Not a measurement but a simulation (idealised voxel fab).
You're looking at the process module voxel self aligned contacts.
FYI the section here is cut, 145 nm wide, cells are 5 nm squares.
Reading order for cross-sections: top band down to bottom band. Underlying form: a grid of square cells. Band size: one or more rows of cells.
A band entry consists of two parts. The first gives the height of the band's top and the height of its bottom, in nm. The rest lists the band's materials from left to right, each with its width in nm. A single material labelled with the word "full width" fills the band from edge to edge, and the word "blank" marks empty space.
For the purposes of this specification, 0 denotes the height below which the wafer in its as-received condition is composed wholly of one material, and the lowermost band, lacking a lower limit, extends downward without end, as expressed in "0 down".
Top row gets the first number, bottom row gets the second, and each row in between changes by the same step: that is how a band width like "30 to 40" works.
For the purposes of this document, the phrase "remains unaltered" attached to a step denotes that no cell within the cross-section was modified by that step.
The list in "Non-vented voids" covers empty spaces of 8 cells or more that cannot reach the top through any open way, and it gives each as width x height at distance; the distance is from the left edge, and width, height and distance are in nm.
Anything after a step's settings on that line? It's the simulator's own note about the step.
For masked steps, "overlay nm" on the step line gives how far right of plan the mask actually lay; a minus sign means it lay to the left.

The steps planned for the process are as follows
| 1 | RECEIVE,material Si |
| 2 | CONFORMAL_DEP,material SiO2,thk nm 5 |
| 3 | DIRECTIONAL_DEP,material polySi,thk nm 30 |
| 4 | DIRECTIONAL_DEP,material SiN,thk nm 20 |
| 5 | DIRECTIONAL_DEP,material aC,thk nm 15 |
| 6 | PATTERN,tone cover,mask id GATE,material resist,width nm 30,pitch nm 55,thk nm 30,overlay nm 0 |
| 7 | DIRECTIONAL_ETCH,etch materials aC,depth nm 15 |
| 8 | STRIP,etch materials resist |
| 9 | DIRECTIONAL_ETCH,etch materials SiN,depth nm 20 |
| 10 | DIRECTIONAL_ETCH,etch materials polySi,depth nm 30 |
| 11 | STRIP,etch materials aC |
| 12 | CONFORMAL_DEP,material SiN,thk nm 5 |
| 13 | DIRECTIONAL_ETCH,etch materials SiN,depth nm 5 |
| 14 | FILL_DEP,material SiO2,thk nm 10 |
| 15 | CMP,height nm 60 |
| 16 | MASKED_ETCH,tone open,mask id CONTACT,width nm 35,etch materials SiO2,depth nm 60,overlay nm 0 |
| 17 | CONFORMAL_DEP,material TiN,thk nm 5 |
| 18 | FILL_DEP,material W,thk nm 10 |
| 19 | CMP,height nm 60 |
| 20 | CONFORMAL_DEP,material SiN,thk nm 5 |

Shown in cross-section is the wafer as received, that is, as it stands after step 1
	0 down  Si full width
	Non-vented voids: none

End state of the module in cross-section, given the above starting point and plan and one mistake in execution
	65 to 60  SiN full width
	60 to 55  SiO2 (25) / SiN (40) / TiN (15) / SiN (40) / SiO2 (25)
	55 to 35  SiN full width
	35 to 5  polySi full width
	5 to 0  SiO2 full width
	0 down  Si full width
	Non-vented voids: none
So what did we get wrong on this run? plan step 4 was twice executed
